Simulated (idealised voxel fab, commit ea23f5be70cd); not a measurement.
Title: Process Module voxel spacer lines
We display cut, a cross-section 225 nm in width whose square cells are each 5 nm.
A cross-section is a grid of square cells, given in bands from the top down. A band is one or more rows of cells.
A band entry consists of two parts. The first gives the height of the band's top and the height of its bottom, in nm. The rest lists the band's materials from left to right, each with its width in nm. A single material labelled with the word "throughout" fills the band from edge to edge, and the word "empty" marks empty space.
It should be noted that heights are counted from 0, beneath which the wafer as supplied is of one material throughout, and that the lowest band possesses no lower boundary but continues downward, as written in "from 0 down".
You'd read "30..40" like this: the band's top row of cells is as wide as the first number, its bottom row is as wide as the second, and going down, every row changes width by the same amount as the row before did.
Given "no change occurred" for a step, no cell of the cross-section differs between before and after that step.
Closed-off voids of 8+ cells (no open route to the top) go in "Sealed void inventory", written width x height at distance from the left edge, in nm.
On each step's line, the part that comes after the settings is the simulator's own comment on the step.
For masked steps, "overlay nm" on the step line gives how far right of plan the mask actually lay; a minus sign means it lay to the left.

Planned step list for the process:
| 1 | RECEIVE with material Si |
| 2 | CONFORMAL_DEP with material Al2O3, thk nm 5 |
| 3 | DIRECTIONAL_DEP with material W, thk nm 10 |
| 4 | DIRECTIONAL_DEP with material aC, thk nm 30 |
| 5 | PATTERN with tone cover, mask id MANDREL, material resist, width nm 25, pitch nm 70, thk nm 40, overlay nm 0 |
| 6 | DIRECTIONAL_ETCH with etch materials aC, depth nm 30 |
| 7 | STRIP with etch materials resist |
| 8 | CONFORMAL_DEP with material SiO2, thk nm 10 |
| 9 | DIRECTIONAL_ETCH with etch materials SiO2, depth nm 10 |
| 10 | STRIP with etch materials aC |
| 11 | DIRECTIONAL_ETCH with etch materials W, depth nm 10 |
| 12 | STRIP with etch materials SiO2 |
| 13 | FILL_DEP with material SiO2, thk nm 5 |
| 14 | CMP with height nm 15 |

First wafer out of two, processed as planned:

As-received state of the wafer in cross-section, equivalent to post-step 1:
> from 0 down  Si throughout
> Sealed void inventory: none

Once step 2 is through, the wafer looks like this in cross-section:
> from 5 to 0  Al2O3 throughout
> Below 0, the layers are the same as they were.

Once step 3 is through, the wafer looks like this in cross-section:
> from 15 to 5  W throughout
> Below 5, the layers are the same as they were.

Once step 4 is through, the wafer looks like this in cross-section:
> from 45 to 15  aC throughout
> Below 15, the layers are the same as they were.

Once step 5 is through, the wafer looks like this in cross-section:
> from 85 to 45  empty: 30; resist: 25; empty: 45; resist: 25; empty: 45; resist: 25; empty: 30
> Below 45, the layers are the same as they were.

Once step 6 is through, the wafer looks like this in cross-section:
> from 55 to 45  empty: 30; resist: 25; empty: 45; resist: 25; empty: 45; resist: 25; empty: 30
> from 45 to 15  empty: 30; aC: 25; empty: 45; aC: 25; empty: 45; aC: 25; empty: 30
> Below 15, the layers are the same as they were.

Once step 7 is through, the wafer looks like this in cross-section:
> from 45 to 15  empty: 30; aC: 25; empty: 45; aC: 25; empty: 45; aC: 25; empty: 30
> Below 15, the layers are the same as they were.

Once step 8 is through, the wafer looks like this in cross-section:
> from 55 to 45  empty: 20; SiO2: 45; empty: 25; SiO2: 45; empty: 25; SiO2: 45; empty: 20
> from 45 to 25  empty: 20; SiO2: 10; aC: 25; SiO2: 10; empty: 25; SiO2: 10; aC: 25; SiO2: 10; empty: 25; SiO2: 10; aC: 25; SiO2: 10; empty: 20
> from 25 to 15  SiO2: 30; aC: 25; SiO2: 45; aC: 25; SiO2: 45; aC: 25; SiO2: 30
> Below 15, the layers are the same as they were.

Once step 9 is through, the wafer looks like this in cross-section:
> from 45 to 15  empty: 20; SiO2: 10; aC: 25; SiO2: 10; empty: 25; SiO2: 10; aC: 25; SiO2: 10; empty: 25; SiO2: 10; aC: 25; SiO2: 10; empty: 20
> Below 15, the layers are the same as they were.

Once step 10 is through, the wafer looks like this in cross-section:
> from 45 to 15  empty: 20; SiO2: 10; empty: 25; SiO2: 10; empty: 25; SiO2: 10; empty: 25; SiO2: 10; empty: 25; SiO2: 10; empty: 25; SiO2: 10; empty: 20
> Below 15, the layers are the same as they were.

Once step 11 is through, the wafer looks like this in cross-section:
> from 45 to 15  empty: 20; SiO2: 10; empty: 25; SiO2: 10; empty: 25; SiO2: 10; empty: 25; SiO2: 10; empty: 25; SiO2: 10; empty: 25; SiO2: 10; empty: 20
> from 15 to 5  empty: 20; W: 10; empty: 25; W: 10; empty: 25; W: 10; empty: 25; W: 10; empty: 25; W: 10; empty: 25; W: 10; empty: 20
> Below 5, the layers are the same as they were.

Once step 12 is through, the wafer looks like this in cross-section:
> from 15 to 5  empty: 20; W: 10; empty: 25; W: 10; empty: 25; W: 10; empty: 25; W: 10; empty: 25; W: 10; empty: 25; W: 10; empty: 20
> Below 5, the layers are the same as they were.

Once step 13 is through, the wafer looks like this in cross-section:
> from 20 to 15  SiO2 throughout
> from 15 to 5  SiO2: 20; W: 10; SiO2: 25; W: 10; SiO2: 25; W: 10; SiO2: 25; W: 10; SiO2: 25; W: 10; SiO2: 25; W: 10; SiO2: 20
> Below 5, the layers are the same as they were.

Once step 14 is through, the wafer looks like this in cross-section:
> from 15 to 5  SiO2: 20; W: 10; SiO2: 25; W: 10; SiO2: 25; W: 10; SiO2: 25; W: 10; SiO2: 25; W: 10; SiO2: 25; W: 10; SiO2: 20
> Below 5, the layers are the same as they were.

Second wafer. Start and plan as for the first. One mistake made in running. Agrees with the first up to and including step 4:

Here is the second wafer in cross-section at the point where step 5 of the plan should have been done:
> from 85 to 45  empty: 35; resist: 25; empty: 45; resist: 25; empty: 45; resist: 25; empty: 25
> Below 45, the layers are the same as they were.

Here is the second wafer in cross-section at the point where step 6 of the plan should have been done:
> from 55 to 45  empty: 35; resist: 25; empty: 45; resist: 25; empty: 45; resist: 25; empty: 25
> from 45 to 15  empty: 35; aC: 25; empty: 45; aC: 25; empty: 45; aC: 25; empty: 25
> Below 15, the layers are the same as they were.

Here is the second wafer in cross-section at the point where step 7 of the plan should have been done:
> from 45 to 15  empty: 35; aC: 25; empty: 45; aC: 25; empty: 45; aC: 25; empty: 25
> Below 15, the layers are the same as they were.

Here is the second wafer in cross-section at the point where step 8 of the plan should have been done:
> from 55 to 45  empty: 25; SiO2: 45; empty: 25; SiO2: 45; empty: 25; SiO2: 45; empty: 15
> from 45 to 25  empty: 25; SiO2: 10; aC: 25; SiO2: 10; empty: 25; SiO2: 10; aC: 25; SiO2: 10; empty: 25; SiO2: 10; aC: 25; SiO2: 10; empty: 15
> from 25 to 15  SiO2: 35; aC: 25; SiO2: 45; aC: 25; SiO2: 45; aC: 25; SiO2: 25
> Below 15, the layers are the same as they were.

Here is the second wafer in cross-section at the point where step 9 of the plan should have been done:
> from 45 to 15  empty: 25; SiO2: 10; aC: 25; SiO2: 10; empty: 25; SiO2: 10; aC: 25; SiO2: 10; empty: 25; SiO2: 10; aC: 25; SiO2: 10; empty: 15
> Below 15, the layers are the same as they were.

Here is the second wafer in cross-section at the point where step 10 of the plan should have been done:
> from 45 to 15  empty: 25; SiO2: 10; empty: 25; SiO2: 10; empty: 25; SiO2: 10; empty: 25; SiO2: 10; empty: 25; SiO2: 10; empty: 25; SiO2: 10; empty: 15
> Below 15, the layers are the same as they were.

Here is the second wafer in cross-section at the point where step 11 of the plan should have been done:
> from 45 to 15  empty: 25; SiO2: 10; empty: 25; SiO2: 10; empty: 25; SiO2: 10; empty: 25; SiO2: 10; empty: 25; SiO2: 10; empty: 25; SiO2: 10; empty: 15
> from 15 to 5  empty: 25; W: 10; empty: 25; W: 10; empty: 25; W: 10; empty: 25; W: 10; empty: 25; W: 10; empty: 25; W: 10; empty: 15
> Below 5, the layers are the same as they were.

Here is the second wafer in cross-section at the point where step 12 of the plan should have been done:
> from 15 to 5  empty: 25; W: 10; empty: 25; W: 10; empty: 25; W: 10; empty: 25; W: 10; empty: 25; W: 10; empty: 25; W: 10; empty: 15
> Below 5, the layers are the same as they were.

Here is the second wafer in cross-section at the point where step 13 of the plan should have been done:
> from 20 to 15  SiO2 throughout
> from 15 to 5  SiO2: 25; W: 10; SiO2: 25; W: 10; SiO2: 25; W: 10; SiO2: 25; W: 10; SiO2: 25; W: 10; SiO2: 25; W: 10; SiO2: 15
> Below 5, the layers are the same as they were.

Here is the second wafer in cross-section at the point where step 14 of the plan should have been done:
> from 15 to 5  SiO2: 25; W: 10; SiO2: 25; W: 10; SiO2: 25; W: 10; SiO2: 25; W: 10; SiO2: 25; W: 10; SiO2: 25; W: 10; SiO2: 15
> Below 5, the layers are the same as they were.
Nonconformance to the process plan: step 5: run off-plan, actual operation and settings PATTERN with tone cover, mask id MANDREL, material resist, width nm 25, pitch nm 70, thk nm 40, overlay nm 5
If you tally the cells, the second wafer ends up with the same amount of every material as the first; it's all just sitting in different places.
